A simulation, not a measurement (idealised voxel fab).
The document below concerns the process module designated voxel ribs on slabs.
This is section cut - it's 235 nm across, gridded in 5 nm square cells.
Cross-section layout: square cells on a grid; listed as bands, top to bottom; a band spans one or more cell rows. In this notation a band is specified by the heights of its top and bottom, in that order and in nm, after which its materials appear from left to right, each paired with its width in nm. The word "full width" attached to a single material means that material fills the band from edge to edge; the word "blank" stands for empty space. For the purposes of this specification, 0 denotes the height below which the wafer in its as-received condition is composed wholly of one material, and the lowermost band, lacking a lower limit, extends downward without end, as expressed in "z 0 and below". Top row gets the first number, bottom row gets the second, and each row in between changes by the same step: that is how a band width like "30->40" works. When a step is marked "no modifications", none of the cells in the cross-section changed during that step. Voids not open to the top, 8 cells minimum: see "Cavities, sealed". Written width x height at distance; distance is from the left edge; nm. Where a step's line continues beyond its settings, the continuation is a remark by the simulator itself on that step. Regarding "overlay nm": on a step with a mask, it is the distance the mask lay to the right of its planned place; a negative value places it to the left.
Steps in the process plan
1 RECEIVE: material Si
2 DIRECTIONAL_DEP: material SiO2, thk nm 25
3 DIRECTIONAL_DEP: material polySi, thk nm 20
4 DIRECTIONAL_DEP: material aC, thk nm 10
5 PATTERN: tone cover, mask id RIB, material resist, width nm 30, thk nm 25, overlay nm 0
6 DIRECTIONAL_ETCH: etch materials aC, depth nm 10
7 STRIP: etch materials resist
8 DIRECTIONAL_ETCH: etch materials polySi, depth nm 10
9 STRIP: etch materials aC
10 MASKED_ETCH: tone cover, mask id SLAB, width nm 80, etch materials polySi, depth nm 10, overlay nm 0
11 FILL_DEP: material SiO2, thk nm 25
12 CMP: height nm 60
13 DIRECTIONAL_DEP: material TiN, thk nm 5
14 PATTERN: tone cover, mask id HEATER, material resist, width nm 40, thk nm 15, overlay nm 0
15 DIRECTIONAL_ETCH: etch materials TiN, depth nm 5
16 STRIP: etch materials resist
17 CONFORMAL_DEP: material SiO2, thk nm 5
Cross-section: wafer on arrival = after step 1
z 0 and below = Si full width
Cavities, sealed: none
End state of the module in cross-section, given the above starting point and plan and one mistake in execution
z 60 to 55 = blank: 90 / SiO2: 50 / blank: 95
z 55 to 50 = SiO2: 95 / TiN: 40 / SiO2: 100
z 50 to 45 = SiO2 full width
z 45 to 35 = SiO2: 100 / polySi: 30 / SiO2: 105
z 35 to 25 = SiO2: 75 / polySi: 80 / SiO2: 80
z 25 to 0 = SiO2 full width
z 0 and below = Si full width
Cavities, sealed: none
Which mistake was made when the wafer was run? so step 12 ended up running with a different setting than we planned, it ran as CMP: height nm 50
